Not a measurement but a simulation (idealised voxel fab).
This is a process module. Its name is voxel released beams.
Each square cell in cross-section cut measures 5 nm, and the section as a whole is 200 nm wide.
The cross-sections in this document take the form of a grid made of square cells. They are written out as bands, in order from top to bottom. Each band consists of one or more rows of cells.
Basically the band line says how high the top is and how high the bottom is, in nm, and then what's in it from left to right, every material with its width in nm. Empty space shows up as "air", and if a single material carries "full width" it runs the full band edge to edge.
All heights in this document are referenced to 0, defined as the level beneath which the wafer, as received, consists entirely of one material. The lowest band is not bounded below; it extends indefinitely downward and is written in the form "0 down".
The expression "30..40" gives the width at the extremes of the band, the first number at its top row of cells and the second at its bottom row, with the width changing by equal amounts from each row to the next in between.
Step note "all unchanged" = no cross-section cell changed.
Voids not open to the top, 8 cells minimum: see "Enclosed internal voids". Written width x height at distance; distance is from the left edge; nm.
Anything after a step's settings on that line? It's the simulator's own note about the step.
overlay nm: mask right of planned place by this much (step with mask). Neg. = left.

Planned step list for the process
1. op RECEIVE | material Si
2. op CONFORMAL_DEP | material SiN | thk nm 10
3. op DIRECTIONAL_DEP | material SiO2 | thk nm 20
4. op MASKED_ETCH | tone open | mask id ANCHOR | width nm 30 | etch materials SiO2 | depth nm 20 | overlay nm 0
5. op CONFORMAL_DEP | material TiN | thk nm 10
6. op DIRECTIONAL_DEP | material aC | thk nm 15
7. op PATTERN | tone cover | mask id BEAM | material resist | width nm 100 | thk nm 30 | overlay nm 0
8. op DIRECTIONAL_ETCH | etch materials aC | depth nm 15
9. op STRIP | etch materials resist
10. op DIRECTIONAL_ETCH | etch materials TiN | depth nm 10
11. op STRIP | etch materials aC
12. op STRIP | etch materials SiO2

On the first of the two wafers: run conducted according to plan

Cross-section of the wafer upon arrival, representing the state reached after step 1
    0 down  Si full width
    Enclosed internal voids: none

After step 2: wafer cross-section
    10 to 0  SiN full width
    Below a height of 0, the structure has not been altered.

After step 3: wafer cross-section
    30 to 10  SiO2 full width
    Below a height of 10, the structure has not been altered.

After step 4: wafer cross-section
    30 to 10  SiO2: 50 / air: 30 / SiO2: 120
    Below a height of 10, the structure has not been altered.

After step 5: wafer cross-section
    40 to 30  TiN: 60 / air: 10 / TiN: 130
    30 to 20  SiO2: 50 / TiN: 10 / air: 10 / TiN: 10 / SiO2: 120
    20 to 10  SiO2: 50 / TiN: 30 / SiO2: 120
    Below a height of 10, the structure has not been altered.

After step 6: wafer cross-section
    55 to 40  aC: 60 / air: 10 / aC: 130
    40 to 35  TiN: 60 / air: 10 / TiN: 130
    35 to 30  TiN: 60 / aC: 10 / TiN: 130
    30 to 20  SiO2: 50 / TiN: 10 / aC: 10 / TiN: 10 / SiO2: 120
    Below a height of 20, the structure has not been altered.

After step 7: wafer cross-section
    85 to 55  air: 45 / resist: 100 / air: 55
    55 to 40  aC: 60 / resist: 10 / aC: 130
    40 to 35  TiN: 60 / resist: 10 / TiN: 130
    Below a height of 35, the structure has not been altered.

After step 8: wafer cross-section
    70 to 55  air: 45 / resist: 100 / air: 55
    55 to 40  air: 45 / aC: 15 / resist: 10 / aC: 75 / air: 55
    Below a height of 40, the structure has not been altered.

After step 9: wafer cross-section
    55 to 40  air: 45 / aC: 15 / air: 10 / aC: 75 / air: 55
    40 to 35  TiN: 60 / air: 10 / TiN: 130
    Below a height of 35, the structure has not been altered.

After step 10: wafer cross-section
    55 to 40  air: 45 / aC: 15 / air: 10 / aC: 75 / air: 55
    40 to 35  air: 45 / TiN: 15 / air: 10 / TiN: 75 / air: 55
    35 to 30  air: 45 / TiN: 15 / aC: 10 / TiN: 75 / air: 55
    Below a height of 30, the structure has not been altered.

After step 11: wafer cross-section
    40 to 30  air: 45 / TiN: 15 / air: 10 / TiN: 75 / air: 55
    30 to 20  SiO2: 50 / TiN: 10 / air: 10 / TiN: 10 / SiO2: 120
    Below a height of 20, the structure has not been altered.

After step 12: wafer cross-section
    40 to 30  air: 45 / TiN: 15 / air: 10 / TiN: 75 / air: 55
    30 to 20  air: 50 / TiN: 10 / air: 10 / TiN: 10 / air: 120
    20 to 10  air: 50 / TiN: 30 / air: 120
    Below a height of 10, the structure has not been altered.

Now the other wafer: same start, same recipe, but we messed up one thing when running it. Up to and including step 9 it's the same as the first one

X-section, second wafer, when step 10 was due to finish
    55 to 40  air: 45 / aC: 15 / air: 10 / aC: 75 / air: 55
    40 to 35  air: 45 / TiN: 15 / air: 10 / TiN: 75 / air: 55
    Below a height of 35, the structure has not been altered.

X-section, second wafer, when step 11 was due to finish
    40 to 35  air: 45 / TiN: 15 / air: 10 / TiN: 75 / air: 55
    35 to 30  TiN: 60 / air: 10 / TiN: 130
    30 to 20  SiO2: 50 / TiN: 10 / air: 10 / TiN: 10 / SiO2: 120
    Below a height of 20, the structure has not been altered.

X-section, second wafer, when step 12 was due to finish: all unchanged
So what did we get wrong on this run? step 10 went in with a setting other than planned; the actual run was op DIRECTIONAL_ETCH | etch materials TiN | depth nm 5
Count the cells at the end and the second wafer has more or fewer of some materials than the first: +136 SiO2; +20 TiN
